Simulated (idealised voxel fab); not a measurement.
The name of this process module is voxel self aligned contacts.
Each square cell in cross-section cut measures 5 nm, and the section as a whole is 250 nm wide.
The cross-sections in this document take the form of a grid made of square cells. They are written out as bands, in order from top to bottom. Each band consists of one or more rows of cells.
Read a band's entry like this: the first values are the height of its top and the height of its bottom in nm, and what follows is the sequence of materials from left to right, each with its width in nm. Note that "blank" is empty space, and that a single material marked "throughout" reaches across the band from edge to edge.
Measure heights from 0. That's the level where, below it, the as-received wafer is all one material. The lowest band is bottomless and extends downward; write it as in "top 0, no bottom".
Read "30->40" as a graded width: first number on top, second number at the bottom, same change between each pair of neighbouring rows.
"changes: none" after a step means that no cell of the cross-section changed.
"Completely enclosed voids" means: voids of 8 cells or more that are shut off from the top with no open way through. Written width x height at distance, distance from the left edge, in nm.
It should be noted that, on the line of a given step, the content following the step's settings is a remark produced by the simulator itself with respect to that step.
The optional step-line setting "overlay nm" applies to steps with a mask and quantifies how far to the right of its planned location the mask lay, a negative value indicating leftward placement.
The steps planned for the process are as follows:
1. RECEIVE | material Si
2. CONFORMAL_DEP | material SiO2 | thk nm 5
3. DIRECTIONAL_DEP | material polySi | thk nm 20
4. DIRECTIONAL_DEP | material SiN | thk nm 20
5. DIRECTIONAL_DEP | material aC | thk nm 15
6. PATTERN | tone cover | mask id GATE | material resist | width nm 35 | pitch nm 70 | thk nm 35 | overlay nm 0
7. DIRECTIONAL_ETCH | etch materials aC | depth nm 15
8. STRIP | etch materials resist
9. DIRECTIONAL_ETCH | etch materials SiN | depth nm 20
10. DIRECTIONAL_ETCH | etch materials polySi | depth nm 20
11. STRIP | etch materials aC
12. CONFORMAL_DEP | material SiN | thk nm 5
13. DIRECTIONAL_ETCH | etch materials SiN | depth nm 5
14. FILL_DEP | material SiO2 | thk nm 10
15. CMP | height nm 50
16. DIRECTIONAL_DEP | material aC | thk nm 15
17. PATTERN | tone open | mask id CONTACT | material resist | width nm 55 | thk nm 30 | overlay nm 0
18. DIRECTIONAL_ETCH | etch materials aC | depth nm 15
19. STRIP | etch materials resist
20. DIRECTIONAL_ETCH | etch materials SiO2 | depth nm 50
21. STRIP | etch materials aC
22. CONFORMAL_DEP | material TiN | thk nm 5
23. FILL_DEP | material W | thk nm 10
24. CMP | height nm 50
25. CONFORMAL_DEP | material SiCN | thk nm 5
first wafer, as planned:
So this is the incoming wafer in cross-section - it's already been through step 1:
- top 0, no bottom  Si throughout
- Completely enclosed voids: none
You're looking at a cross-section of the wafer after step 2:
- top 5, bottom 0  SiO2 throughout
- Below a height of 0, the structure has not been altered.
You're looking at a cross-section of the wafer after step 3:
- top 25, bottom 5  polySi throughout
- Below a height of 5, the structure has not been altered.
You're looking at a cross-section of the wafer after step 4:
- top 45, bottom 25  SiN throughout
- Below a height of 25, the structure has not been altered.
You're looking at a cross-section of the wafer after step 5:
- top 60, bottom 45  aC throughout
- Below a height of 45, the structure has not been altered.
You're looking at a cross-section of the wafer after step 6:
- top 95, bottom 60  blank 70  resist 35  blank 35  resist 35  blank 75
- Below a height of 60, the structure has not been altered.
You're looking at a cross-section of the wafer after step 7:
- top 80, bottom 60  blank 70  resist 35  blank 35  resist 35  blank 75
- top 60, bottom 45  blank 70  aC 35  blank 35  aC 35  blank 75
- Below a height of 45, the structure has not been altered.
You're looking at a cross-section of the wafer after step 8:
- top 60, bottom 45  blank 70  aC 35  blank 35  aC 35  blank 75
- Below a height of 45, the structure has not been altered.
You're looking at a cross-section of the wafer after step 9:
- top 60, bottom 45  blank 70  aC 35  blank 35  aC 35  blank 75
- top 45, bottom 25  blank 70  SiN 35  blank 35  SiN 35  blank 75
- Below a height of 25, the structure has not been altered.
You're looking at a cross-section of the wafer after step 10:
- top 60, bottom 45  blank 70  aC 35  blank 35  aC 35  blank 75
- top 45, bottom 25  blank 70  SiN 35  blank 35  SiN 35  blank 75
- top 25, bottom 5  blank 70  polySi 35  blank 35  polySi 35  blank 75
- Below a height of 5, the structure has not been altered.
You're looking at a cross-section of the wafer after step 11:
- top 45, bottom 25  blank 70  SiN 35  blank 35  SiN 35  blank 75
- Below a height of 25, the structure has not been altered.
You're looking at a cross-section of the wafer after step 12:
- top 50, bottom 25  blank 65  SiN 45  blank 25  SiN 45  blank 70
- top 25, bottom 10  blank 65  SiN 5  polySi 35  SiN 5  blank 25  SiN 5  polySi 35  SiN 5  blank 70
- top 10, bottom 5  SiN 70  polySi 35  SiN 35  polySi 35  SiN 75
- Below a height of 5, the structure has not been altered.
You're looking at a cross-section of the wafer after step 13:
- top 45, bottom 25  blank 65  SiN 45  blank 25  SiN 45  blank 70
- top 25, bottom 5  blank 65  SiN 5  polySi 35  SiN 5  blank 25  SiN 5  polySi 35  SiN 5  blank 70
- Below a height of 5, the structure has not been altered.
You're looking at a cross-section of the wafer after step 14:
- top 55, bottom 45  SiO2 throughout
- top 45, bottom 25  SiO2 65  SiN 45  SiO2 25  SiN 45  SiO2 70
- top 25, bottom 5  SiO2 65  SiN 5  polySi 35  SiN 5  SiO2 25  SiN 5  polySi 35  SiN 5  SiO2 70
- Below a height of 5, the structure has not been altered.
You're looking at a cross-section of the wafer after step 15:
- top 50, bottom 45  SiO2 throughout
- Below a height of 45, the structure has not been altered.
You're looking at a cross-section of the wafer after step 16:
- top 65, bottom 50  aC throughout
- Below a height of 50, the structure has not been altered.
You're looking at a cross-section of the wafer after step 17:
- top 95, bottom 65  resist 95  blank 55  resist 100
- Below a height of 65, the structure has not been altered.
You're looking at a cross-section of the wafer after step 18:
- top 80, bottom 65  resist 95  blank 55  resist 100
- top 65, bottom 50  aC 95  blank 55  aC 100
- Below a height of 50, the structure has not been altered.
You're looking at a cross-section of the wafer after step 19:
- top 65, bottom 50  aC 95  blank 55  aC 100
- Below a height of 50, the structure has not been altered.
You're looking at a cross-section of the wafer after step 20:
- top 65, bottom 50  aC 95  blank 55  aC 100
- top 50, bottom 45  SiO2 95  blank 55  SiO2 100
- top 45, bottom 25  SiO2 65  SiN 45  blank 25  SiN 45  SiO2 70
- top 25, bottom 5  SiO2 65  SiN 5  polySi 35  SiN 5  blank 25  SiN 5  polySi 35  SiN 5  SiO2 70
- top 5, bottom 0  SiO2 110  blank 25  SiO2 115
- Below a height of 0, the structure has not been altered.
You're looking at a cross-section of the wafer after step 21:
- top 50, bottom 45  SiO2 95  blank 55  SiO2 100
- Below a height of 45, the structure has not been altered.
You're looking at a cross-section of the wafer after step 22:
- top 55, bottom 50  TiN 100  blank 45  TiN 105
- top 50, bottom 45  SiO2 95  TiN 20  blank 15  TiN 20  SiO2 100
- top 45, bottom 25  SiO2 65  SiN 45  TiN 5  blank 15  TiN 5  SiN 45  SiO2 70
- top 25, bottom 5  SiO2 65  SiN 5  polySi 35  SiN 5  TiN 5  blank 15  TiN 5  SiN 5  polySi 35  SiN 5  SiO2 70
- top 5, bottom 0  SiO2 110  TiN 25  SiO2 115
- Below a height of 0, the structure has not been altered.
You're looking at a cross-section of the wafer after step 23:
- top 65, bottom 55  W throughout
- top 55, bottom 50  TiN 100  W 45  TiN 105
- top 50, bottom 45  SiO2 95  TiN 20  W 15  TiN 20  SiO2 100
- top 45, bottom 25  SiO2 65  SiN 45  TiN 5  W 15  TiN 5  SiN 45  SiO2 70
- top 25, bottom 5  SiO2 65  SiN 5  polySi 35  SiN 5  TiN 5  W 15  TiN 5  SiN 5  polySi 35  SiN 5  SiO2 70
- Below a height of 5, the structure has not been altered.
You're looking at a cross-section of the wafer after step 24:
- top 50, bottom 45  SiO2 95  TiN 20  W 15  TiN 20  SiO2 100
- Below a height of 45, the structure has not been altered.
You're looking at a cross-section of the wafer after step 25:
- top 55, bottom 50  SiCN throughout
- Below a height of 50, the structure has not been altered.
Second wafer. Start and plan as for the first. One mistake made in running. Agrees with the first up to and including step 2:
Look at the second wafer in cross-section at the time step 3 ought to have finished:
- top 45, bottom 5  polySi throughout
- Below a height of 5, the structure has not been altered.
Look at the second wafer in cross-section at the time step 4 ought to have finished:
- top 65, bottom 45  SiN throughout
- Below a height of 45, the structure has not been altered.
Look at the second wafer in cross-section at the time step 5 ought to have finished:
- top 80, bottom 65  aC throughout
- Below a height of 65, the structure has not been altered.
Look at the second wafer in cross-section at the time step 6 ought to have finished:
- top 115, bottom 80  blank 70  resist 35  blank 35  resist 35  blank 75
- Below a height of 80, the structure has not been altered.
Look at the second wafer in cross-section at the time step 7 ought to have finished:
- top 100, bottom 80  blank 70  resist 35  blank 35  resist 35  blank 75
- top 80, bottom 65  blank 70  aC 35  blank 35  aC 35  blank 75
- Below a height of 65, the structure has not been altered.
Look at the second wafer in cross-section at the time step 8 ought to have finished:
- top 80, bottom 65  blank 70  aC 35  blank 35  aC 35  blank 75
- Below a height of 65, the structure has not been altered.
Look at the second wafer in cross-section at the time step 9 ought to have finished:
- top 80, bottom 65  blank 70  aC 35  blank 35  aC 35  blank 75
- top 65, bottom 45  blank 70  SiN 35  blank 35  SiN 35  blank 75
- Below a height of 45, the structure has not been altered.
Look at the second wafer in cross-section at the time step 10 ought to have finished:
- top 80, bottom 65  blank 70  aC 35  blank 35  aC 35  blank 75
- top 65, bottom 45  blank 70  SiN 35  blank 35  SiN 35  blank 75
- top 45, bottom 25  blank 70  polySi 35  blank 35  polySi 35  blank 75
- Below a height of 25, the structure has not been altered.
Look at the second wafer in cross-section at the time step 11 ought to have finished:
- top 65, bottom 45  blank 70  SiN 35  blank 35  SiN 35  blank 75
- Below a height of 45, the structure has not been altered.
Look at the second wafer in cross-section at the time step 12 ought to have finished:
- top 70, bottom 45  blank 65  SiN 45  blank 25  SiN 45  blank 70
- top 45, bottom 30  blank 65  SiN 5  polySi 35  SiN 5  blank 25  SiN 5  polySi 35  SiN 5  blank 70
- top 30, bottom 25  SiN 70  polySi 35  SiN 35  polySi 35  SiN 75
- Below a height of 25, the structure has not been altered.
Look at the second wafer in cross-section at the time step 13 ought to have finished:
- top 65, bottom 45  blank 65  SiN 45  blank 25  SiN 45  blank 70
- top 45, bottom 25  blank 65  SiN 5  polySi 35  SiN 5  blank 25  SiN 5  polySi 35  SiN 5  blank 70
- Below a height of 25, the structure has not been altered.
Look at the second wafer in cross-section at the time step 14 ought to have finished:
- top 75, bottom 65  SiO2 throughout
- top 65, bottom 45  SiO2 65  SiN 45  SiO2 25  SiN 45  SiO2 70
- top 45, bottom 25  SiO2 65  SiN 5  polySi 35  SiN 5  SiO2 25  SiN 5  polySi 35  SiN 5  SiO2 70
- Below a height of 25, the structure has not been altered.
Look at the second wafer in cross-section at the time step 15 ought to have finished:
- top 50, bottom 45  SiO2 65  SiN 45  SiO2 25  SiN 45  SiO2 70
- Below a height of 45, the structure has not been altered.
Look at the second wafer in cross-section at the time step 16 ought to have finished:
- top 65, bottom 50  aC throughout
- Below a height of 50, the structure has not been altered.
Look at the second wafer in cross-section at the time step 17 ought to have finished:
- top 95, bottom 65  resist 95  blank 55  resist 100
- Below a height of 65, the structure has not been altered.
Look at the second wafer in cross-section at the time step 18 ought to have finished:
- top 80, bottom 65  resist 95  blank 55  resist 100
- top 65, bottom 50  aC 95  blank 55  aC 100
- Below a height of 50, the structure has not been altered.
Look at the second wafer in cross-section at the time step 19 ought to have finished:
- top 65, bottom 50  aC 95  blank 55  aC 100
- Below a height of 50, the structure has not been altered.
Look at the second wafer in cross-section at the time step 20 ought to have finished:
- top 65, bottom 50  aC 95  blank 55  aC 100
- top 50, bottom 45  SiO2 65  SiN 45  blank 25  SiN 45  SiO2 70
- top 45, bottom 25  SiO2 65  SiN 5  polySi 35  SiN 5  blank 25  SiN 5  polySi 35  SiN 5  SiO2 70
- Below a height of 25, the structure has not been altered.
Look at the second wafer in cross-section at the time step 21 ought to have finished:
- top 50, bottom 45  SiO2 65  SiN 45  blank 25  SiN 45  SiO2 70
- Below a height of 45, the structure has not been altered.
Look at the second wafer in cross-section at the time step 22 ought to have finished:
- top 55, bottom 50  TiN 115  blank 15  TiN 120
- top 50, bottom 45  SiO2 65  SiN 45  TiN 5  blank 15  TiN 5  SiN 45  SiO2 70
- top 45, bottom 30  SiO2 65  SiN 5  polySi 35  SiN 5  TiN 5  blank 15  TiN 5  SiN 5  polySi 35  SiN 5  SiO2 70
- top 30, bottom 25  SiO2 65  SiN 5  polySi 35  SiN 5  TiN 25  SiN 5  polySi 35  SiN 5  SiO2 70
- Below a height of 25, the structure has not been altered.
Look at the second wafer in cross-section at the time step 23 ought to have finished:
- top 65, bottom 55  W throughout
- top 55, bottom 50  TiN 115  W 15  TiN 120
- top 50, bottom 45  SiO2 65  SiN 45  TiN 5  W 15  TiN 5  SiN 45  SiO2 70
- top 45, bottom 30  SiO2 65  SiN 5  polySi 35  SiN 5  TiN 5  W 15  TiN 5  SiN 5  polySi 35  SiN 5  SiO2 70
- Below a height of 30, the structure has not been altered.
Look at the second wafer in cross-section at the time step 24 ought to have finished:
- top 50, bottom 45  SiO2 65  SiN 45  TiN 5  W 15  TiN 5  SiN 45  SiO2 70
- Below a height of 45, the structure has not been altered.
Look at the second wafer in cross-section at the time step 25 ought to have finished:
- top 55, bottom 50  SiCN throughout
- Below a height of 50, the structure has not been altered.
What was the processing mistake? execution of plan step 3 occurred twice
Once processing is complete, comparing cell counts shows that the second wafer has more or fewer of certain materials than the first: SiN -54; SiO2 -115; TiN -16; W -15; polySi +200
